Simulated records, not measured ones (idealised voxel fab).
Title: Process Module voxel transistor to metal
FYI the section here is cut, 295 nm wide, cells are 5 nm squares.
If you're reading a cross-section in this doc, picture square cells in a grid; it comes to you as bands, top ones listed first down to the bottom, and a band can be one or more rows of cells. A band entry consists of two parts. The first gives the height of the band's top and the height of its bottom, in nm. The rest lists the band's materials from left to right, each with its width in nm. A single material labelled with the word "edge to edge" fills the band from edge to edge, and the word "empty" marks empty space. We count height from 0. Below that, the starting wafer is all one material. The lowest band never ends at the bottom but goes on down; see "0..down" for how that is written. You'd read "30 to 40" like this: the band's top row of cells is as wide as the first number, its bottom row is as wide as the second, and going down, every row changes width by the same amount as the row before did. Key: "identical to before" - step with no changed cell in the cross-section. Closed empty spaces (no open way to the top) of 8 cells or more are what "Closed-off voids" lists, each as width x height at distance from the left edge, nm for all three. Formally, on a step line, whatever follows the settings is a remark that the simulator itself makes on the step. The setting "overlay nm" may be written on the line of a step. When the step uses a mask, the value reports how far to the right of the planned place the mask lay, and a negative value reports that it lay to the left.

The following list gives the planned process steps
1: RECEIVE: material Si
2: CONFORMAL_DEP: material SiO2, thk nm 5
3: CONFORMAL_DEP: material SiN, thk nm 15
4: PATTERN: tone cover, mask id ACTIVE, material resist, width nm 110, pitch nm 140, thk nm 20, overlay nm 0
5: DIRECTIONAL_ETCH: etch materials SiN, depth nm 15
6: DIRECTIONAL_ETCH: etch materials SiO2, depth nm 5
7: DIRECTIONAL_ETCH: etch materials Si, depth nm 35
8: STRIP: etch materials resist
9: OXIDIZE: depth nm 5
10: FILL_DEP: material SiO2, thk nm 15
11: CMP: height nm 20
12: SELECTIVE_ETCH: etch materials SiO2, depth nm 10
13: STRIP: etch materials SiN
14: SELECTIVE_ETCH: etch materials SiO2, depth nm 5
15: OXIDIZE: depth nm 5
16: DIRECTIONAL_DEP: material polySi, thk nm 30
17: DIRECTIONAL_DEP: material SiCN, thk nm 15
18: MASKED_ETCH: tone cover, mask id GATE, width nm 20, pitch nm 140, etch materials SiCN, depth nm 25, overlay nm 0
19: MASKED_ETCH: tone cover, mask id GATE, width nm 20, pitch nm 140, etch materials polySi, depth nm 40, overlay nm 0
20: CONFORMAL_DEP: material SiO2, thk nm 5
21: DIRECTIONAL_ETCH: etch materials SiO2, depth nm 5
22: CONFORMAL_DEP: material SiN, thk nm 5
23: DIRECTIONAL_ETCH: etch materials SiN, depth nm 5
24: DIRECTIONAL_ETCH: etch materials SiO2, depth nm 5
25: EPI: material nSi, thk nm 5
26: FILL_DEP: material SiO2, thk nm 5
27: CMP: height nm 45
28: DIRECTIONAL_DEP: material SiO2, thk nm 15
29: PATTERN: tone open, mask id CONTACT, material resist, width nm 35, thk nm 15, overlay nm 0
30: DIRECTIONAL_ETCH: etch materials SiO2, depth nm 60
31: STRIP: etch materials resist
32: CONFORMAL_DEP: material TiN, thk nm 5
33: FILL_DEP: material Ru, thk nm 5
34: CMP: height nm 60
35: DIRECTIONAL_DEP: material TiN, thk nm 5
36: DIRECTIONAL_DEP: material Ru, thk nm 15
37: MASKED_ETCH: tone cover, mask id METAL_1, width nm 20, etch materials Ru, depth nm 15, overlay nm 0
38: MASKED_ETCH: tone cover, mask id METAL_1, width nm 20, etch materials TiN, depth nm 5, overlay nm 0
39: FILL_DEP: material SiO2, thk nm 5
40: CMP: height nm 80
41: CONFORMAL_DEP: material SiCN, thk nm 5
42: DIRECTIONAL_DEP: material lowk, thk nm 30
43: DIRECTIONAL_DEP: material aC, thk nm 10
44: PATTERN: tone open, mask id METAL_2, material resist, width nm 20, pitch nm 140, thk nm 30, overlay nm 0
45: DIRECTIONAL_ETCH: etch materials aC, depth nm 10
46: STRIP: etch materials resist
47: DIRECTIONAL_ETCH: etch materials lowk, depth nm 15
48: STRIP: etch materials aC
49: PATTERN: tone open, mask id METAL_2_HOLES, material resist, width nm 15, pitch nm 140, thk nm 15, overlay nm 0
50: DIRECTIONAL_ETCH: etch materials lowk, depth nm 15
51: DIRECTIONAL_ETCH: etch materials SiCN, depth nm 5
52: STRIP: etch materials resist
53: CONFORMAL_DEP: material TiN, thk nm 5
54: FILL_DEP: material Ru, thk nm 10
55: CMP: height nm 115
56: CONFORMAL_DEP: material SiN, thk nm 5

Step 1 complete: cross-section of the wafer as received
    0..down  Si edge to edge
    Closed-off voids: none

Here's the wafer cut in cross-section after the module, started and planned just like above, except one thing was done wrong in the run
    135..130  SiN edge to edge
    130..120  Ru edge to edge
    120..115  30 nm TiN  10 nm Ru  130 nm TiN  10 nm Ru  115 nm TiN
    115..105  25 nm lowk  5 nm TiN  10 nm Ru  5 nm TiN  120 nm lowk  5 nm TiN  10 nm Ru  5 nm TiN  110 nm lowk
    105..100  25 nm lowk  5 nm TiN  5 nm Ru  10 nm TiN  120 nm lowk  5 nm TiN  5 nm Ru  10 nm TiN  110 nm lowk
    100..85  25 nm lowk  5 nm TiN  5 nm Ru  5 nm TiN  125 nm lowk  5 nm TiN  5 nm Ru  5 nm TiN  115 nm lowk
    85..80  25 nm SiCN  15 nm TiN  125 nm SiCN  15 nm TiN  115 nm SiCN
    80..65  25 nm SiO2  20 nm Ru  60 nm SiO2  20 nm Ru  40 nm SiO2  20 nm Ru  60 nm SiO2  20 nm Ru  30 nm SiO2
    65..60  25 nm SiO2  20 nm TiN  60 nm SiO2  20 nm TiN  40 nm SiO2  20 nm TiN  60 nm SiO2  20 nm TiN  30 nm SiO2
    60..50  25 nm SiO2  5 nm TiN  25 nm Ru  5 nm TiN  30 nm SiO2  5 nm TiN  25 nm Ru  5 nm TiN  40 nm SiO2  5 nm TiN  25 nm Ru  5 nm TiN  30 nm SiO2  5 nm TiN  25 nm Ru  5 nm TiN  30 nm SiO2
    50..45  25 nm SiO2  5 nm TiN  20 nm Ru  10 nm TiN  30 nm SiO2  10 nm TiN  20 nm Ru  5 nm TiN  40 nm SiO2  5 nm TiN  20 nm Ru  10 nm TiN  30 nm SiO2  10 nm TiN  20 nm Ru  5 nm TiN  30 nm SiO2
    45..30  25 nm SiO2  5 nm TiN  20 nm Ru  5 nm TiN  5 nm SiN  5 nm SiO2  20 nm SiCN  5 nm SiO2  5 nm SiN  5 nm TiN  20 nm Ru  5 nm TiN  40 nm SiO2  5 nm TiN  20 nm Ru  5 nm TiN  5 nm SiN  5 nm SiO2  20 nm SiCN  5 nm SiO2  5 nm SiN  5 nm TiN  20 nm Ru  5 nm TiN  30 nm SiO2
    30..5  25 nm SiO2  5 nm TiN  20 nm Ru  5 nm TiN  5 nm SiN  5 nm SiO2  20 nm polySi  5 nm SiO2  5 nm SiN  5 nm TiN  20 nm Ru  5 nm TiN  40 nm SiO2  5 nm TiN  20 nm Ru  5 nm TiN  5 nm SiN  5 nm SiO2  20 nm polySi  5 nm SiO2  5 nm SiN  5 nm TiN  20 nm Ru  5 nm TiN  30 nm SiO2
    5..0  20 nm SiO2  5 nm SiN  30 nm TiN  5 nm SiN  5 nm SiO2  20 nm polySi  5 nm SiO2  5 nm SiN  30 nm TiN  5 nm SiN  30 nm SiO2  5 nm SiN  30 nm TiN  5 nm SiN  5 nm SiO2  20 nm polySi  5 nm SiO2  5 nm SiN  30 nm TiN  5 nm SiN  25 nm SiO2
    0..-5  25 nm SiO2  30 nm nSi  40 nm SiO2  30 nm nSi  40 nm SiO2  30 nm nSi  40 nm SiO2  30 nm nSi  30 nm SiO2
    -5..-40  25 nm SiO2  100 nm Si  40 nm SiO2  100 nm Si  30 nm SiO2
    -40..down  Si edge to edge
    Closed-off voids: none
Plan not followed: with respect to the plan, step 55 was omitted and not executed
